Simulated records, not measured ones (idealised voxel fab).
The document below concerns the process module designated voxel quadruple lines.
Cross-sectional view cut (width: 220 nm; square cell size: 5 nm).
How to read a cross-section here: the picture is a grid of square cells, written as bands going from the top down, and any band can span one or more rows of cells.
The entry gives the band's vertical extent as a top height and a bottom height in nm, then its horizontal make-up as materials from left to right, each with a width in nm. "blank" stands for empty space; a single material marked "edge to edge" fills the band edge to edge.
Beneath 0, the wafer as received is one material, and that level is where height counting begins. The lowest band goes on downward without a bottom; it is written like "0 down".
Per-row width for "30..40": begins at first number (top row of band), ends at second number (bottom row), increment between rows held constant.
The designation "everything unchanged", where it is given for a processing step, indicates that no cell of the cross-section was altered in the course of that step.
In "Listed closed voids" the enclosed voids are listed, meaning empty spaces of 8 cells or larger without any opening to the top. The form is width x height at distance, distance from the left edge, units nm.
Post-settings text on a step line: simulator's own remark regarding the step.
The "overlay nm" setting may appear on a step's line; for a step that uses a mask, it gives how far to the right of its planned position the mask lay, and a negative value indicates the left.

Planned step list for the process
- 1: RECEIVE [material Si]
- 2: CONFORMAL_DEP [material SiO2] [thk nm 5]
- 3: DIRECTIONAL_DEP [material Ru] [thk nm 10]
- 4: DIRECTIONAL_DEP [material polySi] [thk nm 20]
- 5: DIRECTIONAL_DEP [material aC] [thk nm 20]
- 6: PATTERN [tone cover] [mask id MANDREL] [material resist] [width nm 20] [pitch nm 60] [thk nm 30] [overlay nm 0]
- 7: DIRECTIONAL_ETCH [etch materials aC] [depth nm 20]
- 8: STRIP [etch materials resist]
- 9: CONFORMAL_DEP [material SiO2] [thk nm 10]
- 10: DIRECTIONAL_ETCH [etch materials SiO2] [depth nm 10]
- 11: STRIP [etch materials aC]
- 12: DIRECTIONAL_ETCH [etch materials polySi] [depth nm 20]
- 13: STRIP [etch materials SiO2]
- 14: CONFORMAL_DEP [material SiCN] [thk nm 5]
- 15: DIRECTIONAL_ETCH [etch materials SiCN] [depth nm 5]
- 16: STRIP [etch materials polySi]
- 17: DIRECTIONAL_ETCH [etch materials Ru] [depth nm 10]
- 18: STRIP [etch materials SiCN]
- 19: FILL_DEP [material lowk] [thk nm 10]
- 20: CMP [height nm 15]

Incoming wafer in cross-section (state: after step 1)
	0 down  Si edge to edge
	Listed closed voids: none

Cross-sectional image of the first of two wafers at the end of the module, the run having proceeded as planned
	15 to 5  lowk 55 nm  Ru 5 nm  lowk 10 nm  Ru 5 nm  lowk 10 nm  Ru 5 nm  lowk 10 nm  Ru 5 nm  lowk 10 nm  Ru 5 nm  lowk 10 nm  Ru 5 nm  lowk 10 nm  Ru 5 nm  lowk 10 nm  Ru 5 nm  lowk 55 nm
	5 to 0  SiO2 edge to edge
	0 down  Si edge to edge
	Listed closed voids: none

second wafer at the end: like start, like plan, one mistake
	15 to 5  lowk 45 nm  Ru 5 nm  lowk 10 nm  Ru 5 nm  lowk 10 nm  Ru 5 nm  lowk 10 nm  Ru 5 nm  lowk 10 nm  Ru 5 nm  lowk 10 nm  Ru 5 nm  lowk 10 nm  Ru 5 nm  lowk 10 nm  Ru 5 nm  lowk 65 nm
	5 to 0  SiO2 edge to edge
	0 down  Si edge to edge
	Listed closed voids: none
The mistake made against the process plan was this: step 6 ran as: PATTERN [tone cover] [mask id MANDREL] [material resist] [width nm 20] [pitch nm 60] [thk nm 30] [overlay nm -10]
Both wafers, final: cells per material equal; arrangement not.
